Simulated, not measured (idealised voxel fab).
Title: Process Module voxel self aligned vias
Shown is cross-section cut, with a width of 260 nm and square cells of size 5 nm.
A cross-section is written here as square cells arranged in a grid, and it is given in bands from the top down, each band taking up one or more rows of cells.
Top height, bottom height, nm. Materials left to right, width each, nm. Single material + "all across" = fills band edge to edge. "air" = empty.
Ref level 0: as-received wafer is one material below here. Bottom band extends down with no lower bound ("from 0 down").
The notation "30..40" denotes a width that varies across the rows of cells in the band, beginning at the first number in the top row, finishing at the second number in the bottom row, and changing by an identical amount from each row to the next.
When a step is marked "no change occurred", none of the cells in the cross-section changed during that step.
Entry "Completely sealed voids" = empty spaces >= 8 cells with no open way to the top; each as width x height at distance, distance from left edge, all nm.
Read whatever lies past the settings on a step's line as the simulator's own remark about the step.
"overlay nm", when on a step's line for a step with a mask, measures how far to the right of its planned place the mask lay; a negative measure means to the left.
The planned process steps are enumerated hereunder:
1 RECEIVE (material Si)
2 CONFORMAL_DEP (material SiO2; thk nm 10)
3 CONFORMAL_DEP (material SiCN; thk nm 5)
4 DIRECTIONAL_DEP (material SiO2; thk nm 30)
5 MASKED_ETCH (tone open; mask id LINES; width nm 20; pitch nm 55; etch materials SiO2; depth nm 30; overlay nm 0)
6 CONFORMAL_DEP (material TiN; thk nm 5)
7 FILL_DEP (material Ru; thk nm 5)
8 CMP (height nm 45)
9 SELECTIVE_ETCH (etch materials W Ru TiN; depth nm 5)
10 FILL_DEP (material SiN; thk nm 5)
11 CMP (height nm 45)
12 DIRECTIONAL_DEP (material SiO2; thk nm 15)
13 MASKED_ETCH (tone open; mask id VIAS; width nm 30; pitch nm 55; etch materials SiO2; depth nm 15; overlay nm 0)
14 MASKED_ETCH (tone open; mask id VIAS; width nm 30; pitch nm 55; etch materials SiN; depth nm 5; overlay nm 0)
15 CONFORMAL_DEP (material TiN; thk nm 5)
16 FILL_DEP (material Cu; thk nm 10)
17 CMP (height nm 60)
18 CONFORMAL_DEP (material SiN; thk nm 5)
Wafer cross-section on receipt, i.e. after step 1:
from 0 down: Si all across
Completely sealed voids: none
Module complete, cross-section. Starting point and plan per above. One mistake made in running the module:
from 65 to 60: SiN all across
from 60 to 50: 60 nm SiO2 | 5 nm TiN | 20 nm Cu | 5 nm TiN | 25 nm SiO2 | 5 nm TiN | 20 nm Cu | 5 nm TiN | 25 nm SiO2 | 5 nm TiN | 20 nm Cu | 5 nm TiN | 60 nm SiO2
from 50 to 45: 60 nm SiO2 | 30 nm TiN | 25 nm SiO2 | 30 nm TiN | 25 nm SiO2 | 30 nm TiN | 60 nm SiO2
from 45 to 40: 60 nm SiN | 5 nm TiN | 20 nm SiO2 | 5 nm TiN | 25 nm SiN | 5 nm TiN | 20 nm SiO2 | 5 nm TiN | 25 nm SiN | 5 nm TiN | 20 nm SiO2 | 5 nm TiN | 60 nm SiN
from 40 to 20: 60 nm Ru | 5 nm TiN | 20 nm SiO2 | 5 nm TiN | 25 nm Ru | 5 nm TiN | 20 nm SiO2 | 5 nm TiN | 25 nm Ru | 5 nm TiN | 20 nm SiO2 | 5 nm TiN | 60 nm Ru
from 20 to 15: 65 nm TiN | 20 nm SiO2 | 35 nm TiN | 20 nm SiO2 | 35 nm TiN | 20 nm SiO2 | 65 nm TiN
from 15 to 10: SiCN all across
from 10 to 0: SiO2 all across
from 0 down: Si all across
Completely sealed voids: none
The plan and the run diverged here: step 5 did not happen as planned, as run it was MASKED_ETCH (tone cover; mask id LINES; width nm 20; pitch nm 55; etch materials SiO2; depth nm 30; overlay nm 0)
